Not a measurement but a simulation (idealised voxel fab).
The following process module bears the name voxel released beams.
Cross-section cut spans 160 nm and uses square cells 5 nm in size.
Bands, listed from the top down, are how a cross-section gets written in this document; the cross-section itself is a grid of square cells, and a band is one or more rows of them.
The entry gives the band's vertical extent as a top height and a bottom height in nm, then its horizontal make-up as materials from left to right, each with a width in nm. "air" stands for empty space; a single material marked "everywhere" fills the band edge to edge.
We count height from 0. Below that, the starting wafer is all one material. The lowest band never ends at the bottom but goes on down; see "top 0, no bottom" for how that is written.
Top row gets the first number, bottom row gets the second, and each row in between changes by the same step: that is how a band width like "30..40" works.
"no change occurred" means the step left every cell of the cross-section as it was.
Any empty space of 8 cells or more lacking an open way to the top shows up in "Closed void list" as width x height at distance, distance from the left edge, in nm.
Whatever follows a step's settings on its line is a remark the simulator itself makes about that step.
overlay nm: on a step with a mask, how far right of its planned place the mask lay; negative means left.

### Listed below are the process steps as planned
1: RECEIVE: material Si
2: CONFORMAL_DEP: material SiN, thk nm 5
3: DIRECTIONAL_DEP: material SiO2, thk nm 10
4: DIRECTIONAL_DEP: material aC, thk nm 10
5: PATTERN: tone open, mask id ANCHOR, material resist, width nm 30, thk nm 30, overlay nm 0
6: DIRECTIONAL_ETCH: etch materials aC, depth nm 10
7: STRIP: etch materials resist
8: DIRECTIONAL_ETCH: etch materials SiO2, depth nm 10
9: STRIP: etch materials aC
10: CONFORMAL_DEP: material polySi, thk nm 10
11: PATTERN: tone cover, mask id BEAM, material resist, width nm 105, thk nm 15, overlay nm 0
12: DIRECTIONAL_ETCH: etch materials polySi, depth nm 10
13: STRIP: etch materials resist
14: STRIP: etch materials SiO2

### As-received wafer cross-section (after step 1)
    top 0, no bottom | Si everywhere
    Closed void list: none

### Cross-section taken at module completion on the first of two wafers; processed per the plan
    top 25, bottom 15 | 25 of air  15 of polySi  10 of air  80 of polySi  30 of air
    top 15, bottom 5 | 30 of air  30 of polySi  100 of air
    top 5, bottom 0 | SiN everywhere
    top 0, no bottom | Si everywhere
    Closed void list: none

### Now the second wafer, cross-sectioned at the end of the module. Nothing different at the start, nothing different in the plan compared with the first, just one mistake when it was actually run
    top 35, bottom 25 | 25 of air  105 of polySi  30 of air
    top 25, bottom 15 | SiN everywhere
    top 15, bottom 5 | SiO2 everywhere
    top 5, bottom 0 | SiN everywhere
    top 0, no bottom | Si everywhere
    Closed void list: none
The plan and the run diverged here: step 4 ran with different settings than intended, the actual operation and settings being DIRECTIONAL_DEP: material SiN, thk nm 10
Bottom line after processing is that, in cells, the second wafer is up or down on some materials versus the first: +64 SiN | +64 SiO2 | -8 polySi
